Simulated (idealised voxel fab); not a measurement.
Module name: voxel self aligned contacts (process module)
For reference, the cross-section in this document is cut, with width 225 nm and square cells of 5 nm.
Cross-section layout: square cells on a grid; listed as bands, top to bottom; a band spans one or more cell rows. Heights first: top, then bottom, in nm. Then materials, left to right, each with a width in nm. "everywhere" on a single material: fills the band edge to edge. "air": empty space. Heights are measured from 0, the level below which the as-received wafer is all one material; the lowest band has no bottom and continues downward, written as in "z 0 and below". With a width like "30->40", each row of cells in the band differs from the next by the same amount, the top row carrying the first number and the bottom row the second. Step marked "nothing changed"? Then no cell in the cross-section changed in it. Reported under the label "Enclosed cavities" are the empty spaces having no open way to the top and comprising 8 cells or more; the notation for each is width x height at distance, in which the distance is measured from the left edge and all three values are in nm. That trailing text on a step's line, after the settings, is the simulator's own remark on the step. overlay nm: mask right of planned place by this much (step with mask). Neg. = left. So the way this works: pairs, before and after one process step. The after picture only goes down to the lowest band that actually changed, nothing below. Step and its settings are under each pair. And watch out, pairs might come from different runs of this module, same starting wafer though, so a pair only follows on from the one above if its "Preceding state" entry tells you so.
Preceding state:
* z 0 and below: Si everywhere
* Enclosed cavities: none
Post-Step Cross-Section:
* z 5 to 0: SiO2 everywhere
* Lower than 0, everything is as it was.
* Enclosed cavities: none
The structure shown above changes from one cross-section to the other through CONFORMAL_DEP | material SiO2 | thk nm 5
Preceding state: cross-section not repeated; it is the one shown after the step in the pair just above.
Post-Step Cross-Section:
* z 25 to 5: polySi everywhere
* Lower than 5, everything is as it was.
* Enclosed cavities: none
The structure shown above changes from one cross-section to the other through DIRECTIONAL_DEP | material polySi | thk nm 20
Preceding state: cross-section not repeated; it is the one shown after the step in the pair just above.
Post-Step Cross-Section:
* z 45 to 25: SiN everywhere
* Lower than 25, everything is as it was.
* Enclosed cavities: none
The structure shown above changes from one cross-section to the other through DIRECTIONAL_DEP | material SiN | thk nm 20
Preceding state: cross-section not repeated; it is the one shown after the step in the pair just above.
Post-Step Cross-Section:
* z 60 to 45: aC everywhere
* Lower than 45, everything is as it was.
* Enclosed cavities: none
The structure shown above changes from one cross-section to the other through DIRECTIONAL_DEP | material aC | thk nm 15
Preceding state: cross-section not repeated; it is the one shown after the step in the pair just above.
Post-Step Cross-Section:
* z 95 to 60: air (55), resist (35), air (40), resist (35), air (60)
* Lower than 60, everything is as it was.
* Enclosed cavities: none
The structure shown above changes from one cross-section to the other through PATTERN | tone cover | mask id GATE | material resist | width nm 35 | pitch nm 75 | thk nm 35 | overlay nm 0
Preceding state: cross-section not repeated; it is the one shown after the step in the pair just above.
Post-Step Cross-Section:
* z 80 to 60: air (55), resist (35), air (40), resist (35), air (60)
* z 60 to 45: air (55), aC (35), air (40), aC (35), air (60)
* Lower than 45, everything is as it was.
* Enclosed cavities: none
The structure shown above changes from one cross-section to the other through DIRECTIONAL_ETCH | etch materials aC | depth nm 15
Preceding state: cross-section not repeated; it is the one shown after the step in the pair just above.
Post-Step Cross-Section:
* z 60 to 45: air (55), aC (35), air (40), aC (35), air (60)
* Lower than 45, everything is as it was.
* Enclosed cavities: none
The structure shown above changes from one cross-section to the other through STRIP | etch materials resist
Preceding state: cross-section not repeated; it is the one shown after the step in the pair just above.
Post-Step Cross-Section:
* z 60 to 45: air (55), aC (35), air (40), aC (35), air (60)
* z 45 to 25: air (55), SiN (35), air (40), SiN (35), air (60)
* Lower than 25, everything is as it was.
* Enclosed cavities: none
The structure shown above changes from one cross-section to the other through DIRECTIONAL_ETCH | etch materials SiN | depth nm 20
Preceding state: cross-section not repeated; it is the one shown after the step in the pair just above.
Post-Step Cross-Section:
* z 60 to 45: air (55), aC (35), air (40), aC (35), air (60)
* z 45 to 25: air (55), SiN (35), air (40), SiN (35), air (60)
* z 25 to 5: air (55), polySi (35), air (40), polySi (35), air (60)
* Lower than 5, everything is as it was.
* Enclosed cavities: none
The structure shown above changes from one cross-section to the other through DIRECTIONAL_ETCH | etch materials polySi | depth nm 20
Preceding state: cross-section not repeated; it is the one shown after the step in the pair just above.
Post-Step Cross-Section:
* z 45 to 25: air (55), SiN (35), air (40), SiN (35), air (60)
* Lower than 25, everything is as it was.
* Enclosed cavities: none
The structure shown above changes from one cross-section to the other through STRIP | etch materials aC
Preceding state: cross-section not repeated; it is the one shown after the step in the pair just above.
Post-Step Cross-Section:
* z 55 to 25: air (45), SiN (55), air (20), SiN (55), air (50)
* z 25 to 15: air (45), SiN (10), polySi (35), SiN (10), air (20), SiN (10), polySi (35), SiN (10), air (50)
* z 15 to 5: SiN (55), polySi (35), SiN (40), polySi (35), SiN (60)
* Lower than 5, everything is as it was.
* Enclosed cavities: none
The structure shown above changes from one cross-section to the other through CONFORMAL_DEP | material SiN | thk nm 10
Preceding state: cross-section not repeated; it is the one shown after the step in the pair just above.
Post-Step Cross-Section:
* z 45 to 25: air (45), SiN (55), air (20), SiN (55), air (50)
* z 25 to 5: air (45), SiN (10), polySi (35), SiN (10), air (20), SiN (10), polySi (35), SiN (10), air (50)
* Lower than 5, everything is as it was.
* Enclosed cavities: none
The structure shown above changes from one cross-section to the other through DIRECTIONAL_ETCH | etch materials SiN | depth nm 10
Preceding state: cross-section not repeated; it is the one shown after the step in the pair just above.
Post-Step Cross-Section:
* z 60 to 45: SiO2 everywhere
* z 45 to 25: SiO2 (45), SiN (55), SiO2 (20), SiN (55), SiO2 (50)
* z 25 to 5: SiO2 (45), SiN (10), polySi (35), SiN (10), SiO2 (20), SiN (10), polySi (35), SiN (10), SiO2 (50)
* Lower than 5, everything is as it was.
* Enclosed cavities: none
The structure shown above changes from one cross-section to the other through FILL_DEP | material SiO2 | thk nm 15
Preceding state: cross-section not repeated; it is the one shown after the step in the pair just above.
Post-Step Cross-Section:
* z 55 to 45: SiO2 everywhere
* Lower than 45, everything is as it was.
* Enclosed cavities: none
The structure shown above changes from one cross-section to the other through CMP | height nm 55
Preceding state: cross-section not repeated; it is the one shown after the step in the pair just above.
Post-Step Cross-Section:
* z 75 to 55: resist (85), air (50), resist (90)
* Lower than 55, everything is as it was.
* Enclosed cavities: none
The structure shown above changes from one cross-section to the other through PATTERN | tone open | mask id CONTACT | material resist | width nm 50 | thk nm 20 | overlay nm 0
Preceding state: cross-section not repeated; it is the one shown after the step in the pair just above.
Post-Step Cross-Section:
* z 75 to 55: resist (85), air (50), resist (90)
* z 55 to 45: SiO2 (85), air (50), SiO2 (90)
* z 45 to 25: SiO2 (45), SiN (55), air (20), SiN (55), SiO2 (50)
* z 25 to 5: SiO2 (45), SiN (10), polySi (35), SiN (10), air (20), SiN (10), polySi (35), SiN (10), SiO2 (50)
* z 5 to 0: SiO2 (100), air (20), SiO2 (105)
* Lower than 0, everything is as it was.
* Enclosed cavities: none
The structure shown above changes from one cross-section to the other through DIRECTIONAL_ETCH | etch materials SiO2 | depth nm 55
Preceding state: cross-section not repeated; it is the one shown after the step in the pair just above.
Post-Step Cross-Section:
* z 55 to 45: SiO2 (85), air (50), SiO2 (90)
* Lower than 45, everything is as it was.
* Enclosed cavities: none
The structure shown above changes from one cross-section to the other through STRIP | etch materials resist
Preceding state: cross-section not repeated; it is the one shown after the step in the pair just above.
Post-Step Cross-Section:
* z 60 to 55: TiN (90), air (40), TiN (95)
* z 55 to 45: SiO2 (85), TiN (5->20), air (40->10), TiN (5->20), SiO2 (90)
* z 45 to 25: SiO2 (45), SiN (55), TiN (5), air (10), TiN (5), SiN (55), SiO2 (50)
* z 25 to 5: SiO2 (45), SiN (10), polySi (35), SiN (10), TiN (5), air (10), TiN (5), SiN (10), polySi (35), SiN (10), SiO2 (50)
* z 5 to 0: SiO2 (100), TiN (20), SiO2 (105)
* Lower than 0, everything is as it was.
* Enclosed cavities: none
The structure shown above changes from one cross-section to the other through CONFORMAL_DEP | material TiN | thk nm 5
Preceding state: cross-section not repeated; it is the one shown after the step in the pair just above.
Post-Step Cross-Section:
* z 70 to 60: W everywhere
* z 60 to 55: TiN (90), W (40), TiN (95)
* z 55 to 45: SiO2 (85), TiN (5->20), W (40->10), TiN (5->20), SiO2 (90)
* z 45 to 25: SiO2 (45), SiN (55), TiN (5), W (10), TiN (5), SiN (55), SiO2 (50)
* z 25 to 5: SiO2 (45), SiN (10), polySi (35), SiN (10), TiN (5), W (10), TiN (5), SiN (10), polySi (35), SiN (10), SiO2 (50)
* Lower than 5, everything is as it was.
* Enclosed cavities: none
The structure shown above changes from one cross-section to the other through FILL_DEP | material W | thk nm 10
Preceding state: cross-section not repeated; it is the one shown after the step in the pair just above.
Post-Step Cross-Section:
* z 55 to 45: SiO2 (85), TiN (5->20), W (40->10), TiN (5->20), SiO2 (90)
* Lower than 45, everything is as it was.
* Enclosed cavities: none
The structure shown above changes from one cross-section to the other through CMP | height nm 55
Preceding state: cross-section not repeated; it is the one shown after the step in the pair just above.
Post-Step Cross-Section:
* z 60 to 55: SiCN everywhere
* Lower than 55, everything is as it was.
* Enclosed cavities: none
The structure shown above changes from one cross-section to the other through CONFORMAL_DEP | material SiCN | thk nm 5
Preceding state:
* z 70 to 60: W everywhere
* z 60 to 55: TiN (90), W (40), TiN (95)
* z 55 to 45: SiO2 (85), TiN (5->20), W (40->10), TiN (5->20), SiO2 (90)
* z 45 to 25: SiO2 (45), SiN (55), TiN (5), W (10), TiN (5), SiN (55), SiO2 (50)
* z 25 to 5: SiO2 (45), SiN (10), polySi (35), SiN (10), TiN (5), W (10), TiN (5), SiN (10), polySi (35), SiN (10), SiO2 (50)
* z 5 to 0: SiO2 (100), TiN (20), SiO2 (105)
* z 0 and below: Si everywhere
* Enclosed cavities: none
Post-Step Cross-Section:
* z 75 to 70: SiCN everywhere
* Lower than 70, everything is as it was.
* Enclosed cavities: none
The structure shown above changes from one cross-section to the other through CONFORMAL_DEP | material SiCN | thk nm 5
Preceding state:
* z 25 to 5: polySi everywhere
* z 5 to 0: SiO2 everywhere
* z 0 and below: Si everywhere
* Enclosed cavities: none
Post-Step Cross-Section:
* z 45 to 5: polySi everywhere
* Lower than 5, everything is as it was.
* Enclosed cavities: none
The structure shown above changes from one cross-section to the other through DIRECTIONAL_DEP | material polySi | thk nm 20
Preceding state: cross-section not repeated; it is the one shown after the step in the pair just above.
Post-Step Cross-Section:
* z 65 to 45: SiN everywhere
* Lower than 45, everything is as it was.
* Enclosed cavities: none
The structure shown above changes from one cross-section to the other through DIRECTIONAL_DEP | material SiN | thk nm 20
Preceding state: cross-section not repeated; it is the one shown after the step in the pair just above.
Post-Step Cross-Section:
* z 80 to 65: aC everywhere
* Lower than 65, everything is as it was.
* Enclosed cavities: none
The structure shown above changes from one cross-section to the other through DIRECTIONAL_DEP | material aC | thk nm 15
Preceding state: cross-section not repeated; it is the one shown after the step in the pair just above.
Post-Step Cross-Section:
* z 115 to 80: air (55), resist (35), air (40), resist (35), air (60)
* Lower than 80, everything is as it was.
* Enclosed cavities: none
The structure shown above changes from one cross-section to the other through PATTERN | tone cover | mask id GATE | material resist | width nm 35 | pitch nm 75 | thk nm 35 | overlay nm 0
Preceding state: cross-section not repeated; it is the one shown after the step in the pair just above.
Post-Step Cross-Section:
* z 100 to 80: air (55), resist (35), air (40), resist (35), air (60)
* z 80 to 65: air (55), aC (35), air (40), aC (35), air (60)
* Lower than 65, everything is as it was.
* Enclosed cavities: none
The structure shown above changes from one cross-section to the other through DIRECTIONAL_ETCH | etch materials aC | depth nm 15
Preceding state: cross-section not repeated; it is the one shown after the step in the pair just above.
Post-Step Cross-Section:
* z 80 to 65: air (55), aC (35), air (40), aC (35), air (60)
* Lower than 65, everything is as it was.
* Enclosed cavities: none
The structure shown above changes from one cross-section to the other through STRIP | etch materials resist
Preceding state: cross-section not repeated; it is the one shown after the step in the pair just above.
Post-Step Cross-Section:
* z 80 to 65: air (55), aC (35), air (40), aC (35), air (60)
* z 65 to 45: air (55), SiN (35), air (40), SiN (35), air (60)
* Lower than 45, everything is as it was.
* Enclosed cavities: none
The structure shown above changes from one cross-section to the other through DIRECTIONAL_ETCH | etch materials SiN | depth nm 20
Preceding state: cross-section not repeated; it is the one shown after the step in the pair just above.
Post-Step Cross-Section:
* z 80 to 65: air (55), aC (35), air (40), aC (35), air (60)
* z 65 to 45: air (55), SiN (35), air (40), SiN (35), air (60)
* z 45 to 25: air (55), polySi (35), air (40), polySi (35), air (60)
* Lower than 25, everything is as it was.
* Enclosed cavities: none
The structure shown above changes from one cross-section to the other through DIRECTIONAL_ETCH | etch materials polySi | depth nm 20
Preceding state: cross-section not repeated; it is the one shown after the step in the pair just above.
Post-Step Cross-Section:
* z 65 to 45: air (55), SiN (35), air (40), SiN (35), air (60)
* Lower than 45, everything is as it was.
* Enclosed cavities: none
The structure shown above changes from one cross-section to the other through STRIP | etch materials aC
Preceding state: cross-section not repeated; it is the one shown after the step in the pair just above.
Post-Step Cross-Section:
* z 75 to 45: air (45), SiN (55), air (20), SiN (55), air (50)
* z 45 to 35: air (45), SiN (10), polySi (35), SiN (10), air (20), SiN (10), polySi (35), SiN (10), air (50)
* z 35 to 25: SiN (55), polySi (35), SiN (40), polySi (35), SiN (60)
* Lower than 25, everything is as it was.
* Enclosed cavities: none
The structure shown above changes from one cross-section to the other through CONFORMAL_DEP | material SiN | thk nm 10
Preceding state: cross-section not repeated; it is the one shown after the step in the pair just above.
Post-Step Cross-Section:
* z 65 to 45: air (45), SiN (55), air (20), SiN (55), air (50)
* z 45 to 25: air (45), SiN (10), polySi (35), SiN (10), air (20), SiN (10), polySi (35), SiN (10), air (50)
* Lower than 25, everything is as it was.
* Enclosed cavities: none
The structure shown above changes from one cross-section to the other through DIRECTIONAL_ETCH | etch materials SiN | depth nm 10
Preceding state: cross-section not repeated; it is the one shown after the step in the pair just above.
Post-Step Cross-Section:
* z 80 to 65: SiO2 everywhere
* z 65 to 45: SiO2 (45), SiN (55), SiO2 (20), SiN (55), SiO2 (50)
* z 45 to 25: SiO2 (45), SiN (10), polySi (35), SiN (10), SiO2 (20), SiN (10), polySi (35), SiN (10), SiO2 (50)
* Lower than 25, everything is as it was.
* Enclosed cavities: none
The structure shown above changes from one cross-section to the other through FILL_DEP | material SiO2 | thk nm 15
Preceding state: cross-section not repeated; it is the one shown after the step in the pair just above.
Post-Step Cross-Section:
* z 55 to 45: SiO2 (45), SiN (55), SiO2 (20), SiN (55), SiO2 (50)
* Lower than 45, everything is as it was.
* Enclosed cavities: none
The structure shown above changes from one cross-section to the other through CMP | height nm 55
Preceding state: cross-section not repeated; it is the one shown after the step in the pair just above.
Post-Step Cross-Section:
* z 75 to 55: resist (85), air (50), resist (90)
* Lower than 55, everything is as it was.
* Enclosed cavities: none
The structure shown above changes from one cross-section to the other through PATTERN | tone open | mask id CONTACT | material resist | width nm 50 | thk nm 20 | overlay nm 0
Preceding state: cross-section not repeated; it is the one shown after the step in the pair just above.
Post-Step Cross-Section:
* z 75 to 55: resist (85), air (50), resist (90)
* z 55 to 45: SiO2 (45), SiN (55), air (20), SiN (55), SiO2 (50)
* z 45 to 25: SiO2 (45), SiN (10), polySi (35), SiN (10), air (20), SiN (10), polySi (35), SiN (10), SiO2 (50)
* Lower than 25, everything is as it was.
* Enclosed cavities: none
The structure shown above changes from one cross-section to the other through DIRECTIONAL_ETCH | etch materials SiO2 | depth nm 55
Preceding state: cross-section not repeated; it is the one shown after the step in the pair just above.
Post-Step Cross-Section:
* z 55 to 45: SiO2 (45), SiN (55), air (20), SiN (55), SiO2 (50)
* Lower than 45, everything is as it was.
* Enclosed cavities: none
The structure shown above changes from one cross-section to the other through STRIP | etch materials resist
Preceding state: cross-section not repeated; it is the one shown after the step in the pair just above.
Post-Step Cross-Section:
* z 60 to 55: TiN (105), air (10), TiN (110)
* z 55 to 45: SiO2 (45), SiN (55), TiN (5), air (10), TiN (5), SiN (55), SiO2 (50)
* z 45 to 30: SiO2 (45), SiN (10), polySi (35), SiN (10), TiN (5), air (10), TiN (5), SiN (10), polySi (35), SiN (10), SiO2 (50)
* z 30 to 25: SiO2 (45), SiN (10), polySi (35), SiN (10), TiN (20), SiN (10), polySi (35), SiN (10), SiO2 (50)
* Lower than 25, everything is as it was.
* Enclosed cavities: none
The structure shown above changes from one cross-section to the other through CONFORMAL_DEP | material TiN | thk nm 5
Preceding state: cross-section not repeated; it is the one shown after the step in the pair just above.
Post-Step Cross-Section:
* z 70 to 60: W everywhere
* z 60 to 55: TiN (105), W (10), TiN (110)
* z 55 to 45: SiO2 (45), SiN (55), TiN (5), W (10), TiN (5), SiN (55), SiO2 (50)
* z 45 to 30: SiO2 (45), SiN (10), polySi (35), SiN (10), TiN (5), W (10), TiN (5), SiN (10), polySi (35), SiN (10), SiO2 (50)
* Lower than 30, everything is as it was.
* Enclosed cavities: none
The structure shown above changes from one cross-section to the other through FILL_DEP | material W | thk nm 10
Preceding state: cross-section not repeated; it is the one shown after the step in the pair just above.
Post-Step Cross-Section:
* z 55 to 45: SiO2 (45), SiN (55), TiN (5), W (10), TiN (5), SiN (55), SiO2 (50)
* Lower than 45, everything is as it was.
* Enclosed cavities: none
The structure shown above changes from one cross-section to the other through CMP | height nm 55
Preceding state: cross-section not repeated; it is the one shown after the step in the pair just above.
Post-Step Cross-Section:
* z 60 to 55: SiCN everywhere
* Lower than 55, everything is as it was.
* Enclosed cavities: none
The structure shown above changes from one cross-section to the other through CONFORMAL_DEP | material SiCN | thk nm 5
Preceding state:
* z 5 to 0: SiO2 everywhere
* z 0 and below: Si everywhere
* Enclosed cavities: none
Post-Step Cross-Section:
* z 25 to 5: SiN everywhere
* Lower than 5, everything is as it was.
* Enclosed cavities: none
The structure shown above changes from one cross-section to the other through DIRECTIONAL_DEP | material SiN | thk nm 20
Preceding state: cross-section not repeated; it is the one shown after the step in the pair just above.
Post-Step Cross-Section:
* z 45 to 25: polySi everywhere
* Lower than 25, everything is as it was.
* Enclosed cavities: none
The structure shown above changes from one cross-section to the other through DIRECTIONAL_DEP | material polySi | thk nm 20
Preceding state: cross-section not repeated; it is the one shown after the step in the pair just above.
Post-Step Cross-Section:
* z 60 to 45: aC everywhere
* Lower than 45, everything is as it was.
* Enclosed cavities: none
The structure shown above changes from one cross-section to the other through DIRECTIONAL_DEP | material aC | thk nm 15
Preceding state: cross-section not repeated; it is the one shown after the step in the pair just above.
Post-Step Cross-Section:
* z 95 to 60: air (55), resist (35), air (40), resist (35), air (60)
* Lower than 60, everything is as it was.
* Enclosed cavities: none
The structure shown above changes from one cross-section to the other through PATTERN | tone cover | mask id GATE | material resist | width nm 35 | pitch nm 75 | thk nm 35 | overlay nm 0
Preceding state: cross-section not repeated; it is the one shown after the step in the pair just above.
Post-Step Cross-Section:
* z 80 to 60: air (55), resist (35), air (40), resist (35), air (60)
* z 60 to 45: air (55), aC (35), air (40), aC (35), air (60)
* Lower than 45, everything is as it was.
* Enclosed cavities: none
The structure shown above changes from one cross-section to the other through DIRECTIONAL_ETCH | etch materials aC | depth nm 15
Preceding state: cross-section not repeated; it is the one shown after the step in the pair just above.
Post-Step Cross-Section:
* z 60 to 45: air (55), aC (35), air (40), aC (35), air (60)
* Lower than 45, everything is as it was.
* Enclosed cavities: none
The structure shown above changes from one cross-section to the other through STRIP | etch materials resist
Preceding state: cross-section not repeated; it is the one shown after the step in the pair just above.
Post-Step Cross-Section:
* z 60 to 45: air (55), aC (35), air (40), aC (35), air (60)
* z 45 to 25: air (55), polySi (35), air (40), polySi (35), air (60)
* Lower than 25, everything is as it was.
* Enclosed cavities: none
The structure shown above changes from one cross-section to the other through DIRECTIONAL_ETCH | etch materials polySi | depth nm 20
Preceding state: cross-section not repeated; it is the one shown after the step in the pair just above.
Post-Step Cross-Section:
* z 45 to 25: air (55), polySi (35), air (40), polySi (35), air (60)
* Lower than 25, everything is as it was.
* Enclosed cavities: none
The structure shown above changes from one cross-section to the other through STRIP | etch materials aC
Preceding state: cross-section not repeated; it is the one shown after the step in the pair just above.
Post-Step Cross-Section:
* z 55 to 45: air (45), SiN (55), air (20), SiN (55), air (50)
* z 45 to 35: air (45), SiN (10), polySi (35), SiN (10), air (20), SiN (10), polySi (35), SiN (10), air (50)
* z 35 to 25: SiN (55), polySi (35), SiN (40), polySi (35), SiN (60)
* Lower than 25, everything is as it was.
* Enclosed cavities: none
The structure shown above changes from one cross-section to the other through CONFORMAL_DEP | material SiN | thk nm 10
Preceding state: cross-section not repeated; it is the one shown after the step in the pair just above.
Post-Step Cross-Section:
* z 45 to 25: air (45), SiN (10), polySi (35), SiN (10), air (20), SiN (10), polySi (35), SiN (10), air (50)
* Lower than 25, everything is as it was.
* Enclosed cavities: none
The structure shown above changes from one cross-section to the other through DIRECTIONAL_ETCH | etch materials SiN | depth nm 10
Preceding state: cross-section not repeated; it is the one shown after the step in the pair just above.
Post-Step Cross-Section:
* z 60 to 45: SiO2 everywhere
* z 45 to 25: SiO2 (45), SiN (10), polySi (35), SiN (10), SiO2 (20), SiN (10), polySi (35), SiN (10), SiO2 (50)
* Lower than 25, everything is as it was.
* Enclosed cavities: none
The structure shown above changes from one cross-section to the other through FILL_DEP | material SiO2 | thk nm 15
Preceding state: cross-section not repeated; it is the one shown after the step in the pair just above.
Post-Step Cross-Section:
* z 55 to 45: SiO2 everywhere
* Lower than 45, everything is as it was.
* Enclosed cavities: none
The structure shown above changes from one cross-section to the other through CMP | height nm 55
Preceding state: cross-section not repeated; it is the one shown after the step in the pair just above.
Post-Step Cross-Section:
* z 75 to 55: resist (85), air (50), resist (90)
* Lower than 55, everything is as it was.
* Enclosed cavities: none
The structure shown above changes from one cross-section to the other through PATTERN | tone open | mask id CONTACT | material resist | width nm 50 | thk nm 20 | overlay nm 0
Preceding state: cross-section not repeated; it is the one shown after the step in the pair just above.
Post-Step Cross-Section:
* z 75 to 55: resist (85), air (50), resist (90)
* z 55 to 45: SiO2 (85), air (50), SiO2 (90)
* z 45 to 25: SiO2 (45), SiN (10), polySi (35), SiN (10), air (20), SiN (10), polySi (35), SiN (10), SiO2 (50)
* Lower than 25, everything is as it was.
* Enclosed cavities: none
The structure shown above changes from one cross-section to the other through DIRECTIONAL_ETCH | etch materials SiO2 | depth nm 55
Preceding state: cross-section not repeated; it is the one shown after the step in the pair just above.
Post-Step Cross-Section:
* z 55 to 45: SiO2 (85), air (50), SiO2 (90)
* Lower than 45, everything is as it was.
* Enclosed cavities: none
The structure shown above changes from one cross-section to the other through STRIP | etch materials resist
Preceding state: cross-section not repeated; it is the one shown after the step in the pair just above.
Post-Step Cross-Section:
* z 60 to 55: TiN (90), air (40), TiN (95)
* z 55 to 45: SiO2 (85), TiN (5->20), air (40->10), TiN (5->20), SiO2 (90)
* z 45 to 30: SiO2 (45), SiN (10), polySi (35), SiN (10), TiN (5), air (10), TiN (5), SiN (10), polySi (35), SiN (10), SiO2 (50)
* z 30 to 25: SiO2 (45), SiN (10), polySi (35), SiN (10), TiN (20), SiN (10), polySi (35), SiN (10), SiO2 (50)
* Lower than 25, everything is as it was.
* Enclosed cavities: none
The structure shown above changes from one cross-section to the other through CONFORMAL_DEP | material TiN | thk nm 5
Preceding state: cross-section not repeated; it is the one shown after the step in the pair just above.
Post-Step Cross-Section:
* z 70 to 60: W everywhere
* z 60 to 55: TiN (90), W (40), TiN (95)
* z 55 to 45: SiO2 (85), TiN (5->20), W (40->10), TiN (5->20), SiO2 (90)
* z 45 to 30: SiO2 (45), SiN (10), polySi (35), SiN (10), TiN (5), W (10), TiN (5), SiN (10), polySi (35), SiN (10), SiO2 (50)
* Lower than 30, everything is as it was.
* Enclosed cavities: none
The structure shown above changes from one cross-section to the other through FILL_DEP | material W | thk nm 10
Preceding state: cross-section not repeated; it is the one shown after the step in the pair just above.
Post-Step Cross-Section:
* z 55 to 45: SiO2 (85), TiN (5->20), W (40->10), TiN (5->20), SiO2 (90)
* Lower than 45, everything is as it was.
* Enclosed cavities: none
The structure shown above changes from one cross-section to the other through CMP | height nm 55
Preceding state: cross-section not repeated; it is the one shown after the step in the pair just above.
Post-Step Cross-Section:
* z 60 to 55: SiCN everywhere
* Lower than 55, everything is as it was.
* Enclosed cavities: none
The structure shown above changes from one cross-section to the other through CONFORMAL_DEP | material SiCN | thk nm 5
Preceding state:
* z 60 to 45: air (55), aC (35), air (40), aC (35), air (60)
* z 45 to 25: SiN everywhere
* z 25 to 5: polySi everywhere
* z 5 to 0: SiO2 everywhere
* z 0 and below: Si everywhere
* Enclosed cavities: none
Post-Step Cross-Section:
* z 60 to 45: air (55), aC (35), air (40), aC (35), air (60)
* z 45 to 35: air (55), SiN (35), air (40), SiN (35), air (60)
* Lower than 35, everything is as it was.
* Enclosed cavities: none
The structure shown above changes from one cross-section to the other through DIRECTIONAL_ETCH | etch materials SiN | depth nm 10
Preceding state: cross-section not repeated; it is the one shown after the step in the pair just above.
Post-Step Cross-Section:
* z 45 to 35: air (55), SiN (35), air (40), SiN (35), air (60)
* Lower than 35, everything is as it was.
* Enclosed cavities: none
The structure shown above changes from one cross-section to the other through STRIP | etch materials aC
Preceding state: cross-section not repeated; it is the one shown after the step in the pair just above.
Post-Step Cross-Section:
* z 55 to 45: air (45), SiN (55), air (20), SiN (55), air (50)
* z 45 to 25: SiN everywhere
* Lower than 25, everything is as it was.
* Enclosed cavities: none
The structure shown above changes from one cross-section to the other through CONFORMAL_DEP | material SiN | thk nm 10
Preceding state: cross-section not repeated; it is the one shown after the step in the pair just above.
Post-Step Cross-Section:
* z 45 to 35: air (45), SiN (55), air (20), SiN (55), air (50)
* Lower than 35, everything is as it was.
* Enclosed cavities: none
The structure shown above changes from one cross-section to the other through DIRECTIONAL_ETCH | etch materials SiN | depth nm 10
Preceding state: cross-section not repeated; it is the one shown after the step in the pair just above.
Post-Step Cross-Section:
* z 60 to 45: SiO2 everywhere
* z 45 to 35: SiO2 (45), SiN (55), SiO2 (20), SiN (55), SiO2 (50)
* Lower than 35, everything is as it was.
* Enclosed cavities: none
The structure shown above changes from one cross-section to the other through FILL_DEP | material SiO2 | thk nm 15
Preceding state: cross-section not repeated; it is the one shown after the step in the pair just above.
Post-Step Cross-Section:
* z 55 to 45: SiO2 everywhere
* Lower than 45, everything is as it was.
* Enclosed cavities: none
The structure shown above changes from one cross-section to the other through CMP | height nm 55
Preceding state: cross-section not repeated; it is the one shown after the step in the pair just above.
Post-Step Cross-Section:
* z 75 to 55: resist (85), air (50), resist (90)
* Lower than 55, everything is as it was.
* Enclosed cavities: none
The structure shown above changes from one cross-section to the other through PATTERN | tone open | mask id CONTACT | material resist | width nm 50 | thk nm 20 | overlay nm 0
Preceding state: cross-section not repeated; it is the one shown after the step in the pair just above.
Post-Step Cross-Section:
* z 75 to 55: resist (85), air (50), resist (90)
* z 55 to 45: SiO2 (85), air (50), SiO2 (90)
* z 45 to 35: SiO2 (45), SiN (55), air (20), SiN (55), SiO2 (50)
* Lower than 35, everything is as it was.
* Enclosed cavities: none
The structure shown above changes from one cross-section to the other through DIRECTIONAL_ETCH | etch materials SiO2 | depth nm 55
Preceding state: cross-section not repeated; it is the one shown after the step in the pair just above.
Post-Step Cross-Section:
* z 55 to 45: SiO2 (85), air (50), SiO2 (90)
* Lower than 45, everything is as it was.
* Enclosed cavities: none
The structure shown above changes from one cross-section to the other through STRIP | etch materials resist
Preceding state: cross-section not repeated; it is the one shown after the step in the pair just above.
Post-Step Cross-Section:
* z 60 to 55: TiN (90), air (40), TiN (95)
* z 55 to 45: SiO2 (85), TiN (5->20), air (40->10), TiN (5->20), SiO2 (90)
* z 45 to 40: SiO2 (45), SiN (55), TiN (5), air (10), TiN (5), SiN (55), SiO2 (50)
* z 40 to 35: SiO2 (45), SiN (55), TiN (20), SiN (55), SiO2 (50)
* Lower than 35, everything is as it was.
* Enclosed cavities: none
The structure shown above changes from one cross-section to the other through CONFORMAL_DEP | material TiN | thk nm 5
Preceding state: cross-section not repeated; it is the one shown after the step in the pair just above.
Post-Step Cross-Section:
* z 70 to 60: W everywhere
* z 60 to 55: TiN (90), W (40), TiN (95)
* z 55 to 45: SiO2 (85), TiN (5->20), W (40->10), TiN (5->20), SiO2 (90)
* z 45 to 40: SiO2 (45), SiN (55), TiN (5), W (10), TiN (5), SiN (55), SiO2 (50)
* Lower than 40, everything is as it was.
* Enclosed cavities: none
The structure shown above changes from one cross-section to the other through FILL_DEP | material W | thk nm 10
Preceding state: cross-section not repeated; it is the one shown after the step in the pair just above.
Post-Step Cross-Section:
* z 55 to 45: SiO2 (85), TiN (5->20), W (40->10), TiN (5->20), SiO2 (90)
* Lower than 45, everything is as it was.
* Enclosed cavities: none
The structure shown above changes from one cross-section to the other through CMP | height nm 55
Preceding state: cross-section not repeated; it is the one shown after the step in the pair just above.
Post-Step Cross-Section:
* z 60 to 55: SiCN everywhere
* Lower than 55, everything is as it was.
* Enclosed cavities: none
The structure shown above changes from one cross-section to the other through CONFORMAL_DEP | material SiCN | thk nm 5
Preceding state:
* z 55 to 45: SiO2 everywhere
* z 45 to 25: SiO2 (45), SiN (55), SiO2 (20), SiN (55), SiO2 (50)
* z 25 to 5: SiO2 (45), SiN (10), polySi (35), SiN (10), SiO2 (20), SiN (10), polySi (35), SiN (10), SiO2 (50)
* z 5 to 0: SiO2 everywhere
* z 0 and below: Si everywhere
* Enclosed cavities: none
Post-Step Cross-Section:
* z 75 to 55: resist (90), air (45), resist (90)
* Lower than 55, everything is as it was.
* Enclosed cavities: none
The structure shown above changes from one cross-section to the other through PATTERN | tone open | mask id CONTACT | material resist | width nm 45 | thk nm 20 | overlay nm 0
Preceding state: cross-section not repeated; it is the one shown after the step in the pair just above.
Post-Step Cross-Section:
* z 75 to 55: resist (90), air (45), resist (90)
* z 55 to 45: SiO2 (90), air (45), SiO2 (90)
* z 45 to 25: SiO2 (45), SiN (55), air (20), SiN (55), SiO2 (50)
* z 25 to 5: SiO2 (45), SiN (10), polySi (35), SiN (10), air (20), SiN (10), polySi (35), SiN (10), SiO2 (50)
* z 5 to 0: SiO2 (100), air (20), SiO2 (105)
* Lower than 0, everything is as it was.
* Enclosed cavities: none
The structure shown above changes from one cross-section to the other through DIRECTIONAL_ETCH | etch materials SiO2 | depth nm 55
Preceding state: cross-section not repeated; it is the one shown after the step in the pair just above.
Post-Step Cross-Section:
* z 55 to 45: SiO2 (90), air (45), SiO2 (90)
* Lower than 45, everything is as it was.
* Enclosed cavities: none
The structure shown above changes from one cross-section to the other through STRIP | etch materials resist
